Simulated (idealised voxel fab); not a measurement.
You're looking at the process module voxel tone inversion.
The figure presents cross-section cut, which has a width of 145 nm and is divided into square cells with an edge length of 5 nm.
Notation: cross-section as square-cell grid; stated in bands, top first, going down; one or more cell rows per band.
Basically the band line says how high the top is and how high the bottom is, in nm, and then what's in it from left to right, every material with its width in nm. Empty space shows up as "air", and if a single material carries "throughout" it runs the full band edge to edge.
Height reference: 0 = level under which incoming wafer is all one material. Lowest band: no bottom, runs on downward, e.g. "0 down".
A width given as "30 to 40" starts at the first number in the band's top row and ends at the second number in its bottom row, shifting by an equal amount at every step from row to row.
"no alterations made" after a step means that no cell of the cross-section changed.
Closed empty spaces (no open way to the top) of 8 cells or more are what "Entrapped void list" lists, each as width x height at distance from the left edge, nm for all three.
Heads up: the bit after the settings on a step's line is the simulator's remark on that step.
overlay nm: for a step with a mask, the amount by which the mask lay right of where it was planned; a negative amount means left of it.

List of planned process steps:
- 1: RECEIVE,material Si
- 2: CONFORMAL_DEP,material SiCN,thk nm 10
- 3: DIRECTIONAL_DEP,material aC,thk nm 15
- 4: PATTERN,tone cover,mask id POSTS,material resist,width nm 15,pitch nm 30,thk nm 20,overlay nm 0
- 5: DIRECTIONAL_ETCH,etch materials aC,depth nm 15
- 6: STRIP,etch materials resist
- 7: FILL_DEP,material SiO2,thk nm 5
- 8: CMP,height nm 25
- 9: STRIP,etch materials aC
- 10: CONFORMAL_DEP,material TiN,thk nm 5
- 11: FILL_DEP,material Ru,thk nm 5
- 12: CMP,height nm 25
- 13: CONFORMAL_DEP,material SiCN,thk nm 5

Cross-section of the wafer upon arrival, representing the state reached after step 1:
- 0 down | Si throughout
- Entrapped void list: none

first wafer at the end, as planned:
- 30 to 25 | SiCN throughout
- 25 to 15 | SiO2 (20) | TiN (5) | Ru (5) | TiN (5) | SiO2 (15) | TiN (5) | Ru (5) | TiN (5) | SiO2 (15) | TiN (5) | Ru (5) | TiN (5) | SiO2 (15) | TiN (5) | Ru (5) | TiN (5) | SiO2 (20)
- 15 to 10 | SiO2 (20) | TiN (15) | SiO2 (15) | TiN (15) | SiO2 (15) | TiN (15) | SiO2 (15) | TiN (15) | SiO2 (20)
- 10 to 0 | SiCN throughout
- 0 down | Si throughout
- Entrapped void list: none

Wafer two, sectioned after the module: the first wafer's start, the first wafer's plan, and one mistake in how it was run:
- 30 to 25 | SiCN throughout
- 25 to 15 | Ru (15) | TiN (5) | SiO2 (15) | TiN (5) | Ru (5) | TiN (5) | SiO2 (15) | TiN (5) | Ru (5) | TiN (5) | SiO2 (15) | TiN (5) | Ru (5) | TiN (5) | SiO2 (15) | TiN (5) | Ru (15)
- 15 to 10 | TiN (20) | SiO2 (15) | TiN (15) | SiO2 (15) | TiN (15) | SiO2 (15) | TiN (15) | SiO2 (15) | TiN (20)
- 10 to 0 | SiCN throughout
- 0 down | Si throughout
- Entrapped void list: none
Run error: step 4 ran differently from the plan; actual operation with settings: PATTERN,tone open,mask id POSTS,material resist,width nm 15,pitch nm 30,thk nm 20,overlay nm 0
Final difference in cells, second wafer against first, listed per material as more or fewer: +10 Ru | -15 SiO2 | +5 TiN
